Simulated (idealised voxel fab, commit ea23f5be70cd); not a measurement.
Presented below is a process module, voxel fin reveal.
Cross-section cut: width 205 nm, square cells of 5 nm.
Notation: cross-section as square-cell grid; stated in bands, top first, going down; one or more cell rows per band. Top, bottom (nm), then materials left to right with widths (nm); lone material tagged "everywhere" fills the whole band edge to edge; "air" = empty space. Counting heights begins at 0, where everything beneath is, in the wafer as received, one material. The lowest band has no bottom; it goes on downwards, as "0..down" shows. Per-row width for "30..40": begins at first number (top row of band), ends at second number (bottom row), increment between rows held constant. It should be understood that the words "no modification", when stated for a given step, signify that the cross-section underwent no change in any of its cells during that step. The entry titled "Tabulated closed voids" provides the empty spaces that have no open way to the top, restricted to those of 8 cells or more. Each is presented as width x height at distance, the distance being measured from the left edge, with all three in nm. That trailing text on a step's line, after the settings, is the simulator's own remark on the step. Each step line may optionally specify "overlay nm", which for a step with a mask gives the rightward distance between the mask's planned place and where it lay, a negative value indicating the leftward direction.
Process steps (planned)
1) op RECEIVE | material Si
2) op CONFORMAL_DEP | material SiN | thk nm 5
3) op DIRECTIONAL_DEP | material aC | thk nm 15
4) op PATTERN | tone cover | mask id FINS | material resist | width nm 15 | pitch nm 40 | thk nm 30 | overlay nm 0
5) op DIRECTIONAL_ETCH | etch materials aC | depth nm 15
6) op STRIP | etch materials resist
7) op DIRECTIONAL_ETCH | etch materials SiN | depth nm 5
8) op DIRECTIONAL_ETCH | etch materials Si | depth nm 40
9) op STRIP | etch materials aC
10) op OXIDIZE | depth nm 5
11) op FILL_DEP | material SiO2 | thk nm 15
12) op CMP | height nm 5
13) op SELECTIVE_ETCH | etch materials SiO2 | depth nm 30
14) op STRIP | etch materials SiN
15) op CONFORMAL_DEP | material HfO2 | thk nm 5
The first of the two wafers, which ran as planned
Wafer cross-section on receipt, i.e. after step 1
> 0..down = Si everywhere
> Tabulated closed voids: none
The wafer, seen in cross-section, after step 2
> 5..0 = SiN everywhere
> Under the height 0 nothing was changed.
The wafer, seen in cross-section, after step 3
> 20..5 = aC everywhere
> Under the height 5 nothing was changed.
The wafer, seen in cross-section, after step 4
> 50..20 = 55 nm air  15 nm resist  25 nm air  15 nm resist  25 nm air  15 nm resist  55 nm air
> Under the height 20 nothing was changed.
The wafer, seen in cross-section, after step 5
> 35..20 = 55 nm air  15 nm resist  25 nm air  15 nm resist  25 nm air  15 nm resist  55 nm air
> 20..5 = 55 nm air  15 nm aC  25 nm air  15 nm aC  25 nm air  15 nm aC  55 nm air
> Under the height 5 nothing was changed.
The wafer, seen in cross-section, after step 6
> 20..5 = 55 nm air  15 nm aC  25 nm air  15 nm aC  25 nm air  15 nm aC  55 nm air
> Under the height 5 nothing was changed.
The wafer, seen in cross-section, after step 7
> 20..5 = 55 nm air  15 nm aC  25 nm air  15 nm aC  25 nm air  15 nm aC  55 nm air
> 5..0 = 55 nm air  15 nm SiN  25 nm air  15 nm SiN  25 nm air  15 nm SiN  55 nm air
> Under the height 0 nothing was changed.
The wafer, seen in cross-section, after step 8
> 20..5 = 55 nm air  15 nm aC  25 nm air  15 nm aC  25 nm air  15 nm aC  55 nm air
> 5..0 = 55 nm air  15 nm SiN  25 nm air  15 nm SiN  25 nm air  15 nm SiN  55 nm air
> 0..-40 = 55 nm air  15 nm Si  25 nm air  15 nm Si  25 nm air  15 nm Si  55 nm air
> Under the height -40 nothing was changed.
The wafer, seen in cross-section, after step 9
> 5..0 = 55 nm air  15 nm SiN  25 nm air  15 nm SiN  25 nm air  15 nm SiN  55 nm air
> Under the height 0 nothing was changed.
The wafer, seen in cross-section, after step 10
> 5..0 = 55 nm air  15 nm SiN  25 nm air  15 nm SiN  25 nm air  15 nm SiN  55 nm air
> 0..-40 = 55 nm air  5 nm SiO2  5 nm Si  5 nm SiO2  25 nm air  5 nm SiO2  5 nm Si  5 nm SiO2  25 nm air  5 nm SiO2  5 nm Si  5 nm SiO2  55 nm air
> -40..-45 = 60 nm SiO2  5 nm Si  35 nm SiO2  5 nm Si  35 nm SiO2  5 nm Si  60 nm SiO2
> Under the height -45 nothing was changed.
The wafer, seen in cross-section, after step 11
> 20..5 = SiO2 everywhere
> 5..0 = 55 nm SiO2  15 nm SiN  25 nm SiO2  15 nm SiN  25 nm SiO2  15 nm SiN  55 nm SiO2
> 0..-45 = 60 nm SiO2  5 nm Si  35 nm SiO2  5 nm Si  35 nm SiO2  5 nm Si  60 nm SiO2
> Under the height -45 nothing was changed.
The wafer, seen in cross-section, after step 12
> 5..0 = 55 nm SiO2  15 nm SiN  25 nm SiO2  15 nm SiN  25 nm SiO2  15 nm SiN  55 nm SiO2
> Under the height 0 nothing was changed.
The wafer, seen in cross-section, after step 13
> 5..0 = 55 nm air  15 nm SiN  25 nm air  15 nm SiN  25 nm air  15 nm SiN  55 nm air
> 0..-25 = 60 nm air  5 nm Si  35 nm air  5 nm Si  35 nm air  5 nm Si  60 nm air
> Under the height -25 nothing was changed.
The wafer, seen in cross-section, after step 14
> 0..-25 = 60 nm air  5 nm Si  35 nm air  5 nm Si  35 nm air  5 nm Si  60 nm air
> Under the height -25 nothing was changed.
The wafer, seen in cross-section, after step 15
> 5..0 = 55 nm air  15 nm HfO2  25 nm air  15 nm HfO2  25 nm air  15 nm HfO2  55 nm air
> 0..-20 = 55 nm air  5 nm HfO2  5 nm Si  5 nm HfO2  25 nm air  5 nm HfO2  5 nm Si  5 nm HfO2  25 nm air  5 nm HfO2  5 nm Si  5 nm HfO2  55 nm air
> -20..-25 = 60 nm HfO2  5 nm Si  35 nm HfO2  5 nm Si  35 nm HfO2  5 nm Si  60 nm HfO2
> Under the height -25 nothing was changed.
Second wafer: same start and same plan as the first, one execution error; identical to the first through step 3
Cross-sectional view of the second wafer at the intended end time of process step 4
> 50..20 = 50 nm air  25 nm resist  15 nm air  25 nm resist  15 nm air  25 nm resist  50 nm air
> Under the height 20 nothing was changed.
Cross-sectional view of the second wafer at the intended end time of process step 5
> 35..20 = 50 nm air  25 nm resist  15 nm air  25 nm resist  15 nm air  25 nm resist  50 nm air
> 20..5 = 50 nm air  25 nm aC  15 nm air  25 nm aC  15 nm air  25 nm aC  50 nm air
> Under the height 5 nothing was changed.
Cross-sectional view of the second wafer at the intended end time of process step 6
> 20..5 = 50 nm air  25 nm aC  15 nm air  25 nm aC  15 nm air  25 nm aC  50 nm air
> Under the height 5 nothing was changed.
Cross-sectional view of the second wafer at the intended end time of process step 7
> 20..5 = 50 nm air  25 nm aC  15 nm air  25 nm aC  15 nm air  25 nm aC  50 nm air
> 5..0 = 50 nm air  25 nm SiN  15 nm air  25 nm SiN  15 nm air  25 nm SiN  50 nm air
> Under the height 0 nothing was changed.
Cross-sectional view of the second wafer at the intended end time of process step 8
> 20..5 = 50 nm air  25 nm aC  15 nm air  25 nm aC  15 nm air  25 nm aC  50 nm air
> 5..0 = 50 nm air  25 nm SiN  15 nm air  25 nm SiN  15 nm air  25 nm SiN  50 nm air
> 0..-40 = 50 nm air  25 nm Si  15 nm air  25 nm Si  15 nm air  25 nm Si  50 nm air
> Under the height -40 nothing was changed.
Cross-sectional view of the second wafer at the intended end time of process step 9
> 5..0 = 50 nm air  25 nm SiN  15 nm air  25 nm SiN  15 nm air  25 nm SiN  50 nm air
> Under the height 0 nothing was changed.
Cross-sectional view of the second wafer at the intended end time of process step 10
> 5..0 = 50 nm air  25 nm SiN  15 nm air  25 nm SiN  15 nm air  25 nm SiN  50 nm air
> 0..-40 = 50 nm air  5 nm SiO2  15 nm Si  5 nm SiO2  15 nm air  5 nm SiO2  15 nm Si  5 nm SiO2  15 nm air  5 nm SiO2  15 nm Si  5 nm SiO2  50 nm air
> -40..-45 = 55 nm SiO2  15 nm Si  25 nm SiO2  15 nm Si  25 nm SiO2  15 nm Si  55 nm SiO2
> Under the height -45 nothing was changed.
Cross-sectional view of the second wafer at the intended end time of process step 11
> 20..5 = SiO2 everywhere
> 5..0 = 50 nm SiO2  25 nm SiN  15 nm SiO2  25 nm SiN  15 nm SiO2  25 nm SiN  50 nm SiO2
> 0..-45 = 55 nm SiO2  15 nm Si  25 nm SiO2  15 nm Si  25 nm SiO2  15 nm Si  55 nm SiO2
> Under the height -45 nothing was changed.
Cross-sectional view of the second wafer at the intended end time of process step 12
> 5..0 = 50 nm SiO2  25 nm SiN  15 nm SiO2  25 nm SiN  15 nm SiO2  25 nm SiN  50 nm SiO2
> Under the height 0 nothing was changed.
Cross-sectional view of the second wafer at the intended end time of process step 13
> 5..0 = 50 nm air  25 nm SiN  15 nm air  25 nm SiN  15 nm air  25 nm SiN  50 nm air
> 0..-25 = 55 nm air  15 nm Si  25 nm air  15 nm Si  25 nm air  15 nm Si  55 nm air
> Under the height -25 nothing was changed.
Cross-sectional view of the second wafer at the intended end time of process step 14
> 0..-25 = 55 nm air  15 nm Si  25 nm air  15 nm Si  25 nm air  15 nm Si  55 nm air
> Under the height -25 nothing was changed.
Cross-sectional view of the second wafer at the intended end time of process step 15
> 5..0 = 50 nm air  25 nm HfO2  15 nm air  25 nm HfO2  15 nm air  25 nm HfO2  50 nm air
> 0..-20 = 50 nm air  5 nm HfO2  15 nm Si  5 nm HfO2  15 nm air  5 nm HfO2  15 nm Si  5 nm HfO2  15 nm air  5 nm HfO2  15 nm Si  5 nm HfO2  50 nm air
> -20..-25 = 55 nm HfO2  15 nm Si  25 nm HfO2  15 nm Si  25 nm HfO2  15 nm Si  55 nm HfO2
> Under the height -25 nothing was changed.
Against the plan, the run slipped here: contrary to plan, step 4 was performed as op PATTERN | tone cover | mask id FINS | material resist | width nm 25 | pitch nm 40 | thk nm 30 | overlay nm 0
The final cell counts differ between the wafers, with the second having more or fewer of some materials than the first: Si +54 | SiO2 -24
